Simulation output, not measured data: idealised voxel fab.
Name of the process module below: voxel gate over fins
FYI the section here is cut, 295 nm wide, cells are 5 nm squares.
Reading order for cross-sections: top band down to bottom band. Underlying form: a grid of square cells. Band size: one or more rows of cells.
Per band: top height and bottom height in nm, followed by the left-to-right materials and their widths in nm; "throughout" marks a single material spanning edge to edge, "empty" marks empty space.
Heights are reckoned from 0. Under this level, the received wafer is all of one material. The bottommost band is open-ended downward, for example "0..down".
The two numbers in a width such as "30->40" mark its ends across the band: the first belongs to the top row of cells, the second to the bottom row, and from each row to the next the width moves by the same amount.
When a step is marked "same as before", none of the cells in the cross-section changed during that step.
Entry "Enclosed internal voids". Content: empty spaces with no open connection to the top, size 8 cells or greater. Each: width x height at distance. Distance: from left edge. Unit: nm.
Step line, after settings: the simulator's comment on this step.
overlay nm: step with mask; distance mask lay right of planned place; negative value = left of planned place.
-- Here's what the planned process steps look like
1) RECEIVE [material Si]
2) CONFORMAL_DEP [material SiN] [thk nm 10]
3) PATTERN [tone cover] [mask id FINS] [material resist] [width nm 15] [pitch nm 45] [thk nm 20] [overlay nm 0]
4) DIRECTIONAL_ETCH [etch materials SiN] [depth nm 10]
5) DIRECTIONAL_ETCH [etch materials Si] [depth nm 40]
6) STRIP [etch materials resist]
7) OXIDIZE [depth nm 5]
8) FILL_DEP [material SiO2] [thk nm 15]
9) CMP [height nm 10]
10) SELECTIVE_ETCH [etch materials SiO2] [depth nm 20]
11) STRIP [etch materials SiN]
12) CONFORMAL_DEP [material HfO2] [thk nm 5]
13) CONFORMAL_DEP [material TiN] [thk nm 5]
14) FILL_DEP [material W] [thk nm 10]
15) CMP [height nm 15]
16) CONFORMAL_DEP [material SiN] [thk nm 10]
Split variable: width nm, step 3. Plan value = first wafer. Wafers start alike.
-- First of several wafers (as received, post step 1), cross-sectional view
    0..down | Si throughout
    Enclosed internal voids: none
-- Module end state after final step 16: cross-section of the first of several wafers
    25..15 | SiN throughout
    15..10 | W throughout
    10..5 | 110 of W; 25 of TiN; 20 of W; 25 of TiN; 115 of W
    5..0 | 110 of W; 5 of TiN; 15 of HfO2; 5 of TiN; 20 of W; 5 of TiN; 15 of HfO2; 5 of TiN; 115 of W
    0..-5 | 115 of TiN; 5 of HfO2; 5 of Si; 5 of HfO2; 30 of TiN; 5 of HfO2; 5 of Si; 5 of HfO2; 120 of TiN
    -5..-10 | 120 of HfO2; 5 of Si; 40 of HfO2; 5 of Si; 125 of HfO2
    -10..-45 | 120 of SiO2; 5 of Si; 40 of SiO2; 5 of Si; 125 of SiO2
    -45..down | Si throughout
    Enclosed internal voids: none
-- Wafer cross-section (last wafer, module end)
    25..15 | SiN throughout
    15..10 | W throughout
    10..5 | 105 of W; 40 of TiN; 5 of W; 40 of TiN; 105 of W
    5..0 | 105 of W; 5 of TiN; 30 of HfO2; 5 of TiN; 5 of W; 5 of TiN; 30 of HfO2; 5 of TiN; 105 of W
    0..-5 | 110 of TiN; 5 of HfO2; 20 of Si; 5 of HfO2; 15 of TiN; 5 of HfO2; 20 of Si; 5 of HfO2; 110 of TiN
    -5..-10 | 115 of HfO2; 20 of Si; 25 of HfO2; 20 of Si; 115 of HfO2
    -10..-45 | 115 of SiO2; 20 of Si; 25 of SiO2; 20 of Si; 115 of SiO2
    -45..down | Si throughout
    Enclosed internal voids: none
-- Quick key for the table: a row per wafer, taken at the end of the module. For each material it tells you how many cells the wafer gained (+) or lost (-) since it came in, and the closed voids come after
width nm 15 | +67 HfO2 | -513 Si | +118 SiN | +399 SiO2 | +67 TiN | +157 W | Enclosed internal voids: none
width nm 20 | +67 HfO2 | -495 Si | +118 SiN | +385 SiO2 | +67 TiN | +153 W | Enclosed internal voids: none
width nm 25 | +67 HfO2 | -477 Si | +118 SiN | +371 SiO2 | +67 TiN | +149 W | Enclosed internal voids: none
width nm 30 | +67 HfO2 | -459 Si | +118 SiN | +357 SiO2 | +67 TiN | +145 W | Enclosed internal voids: none
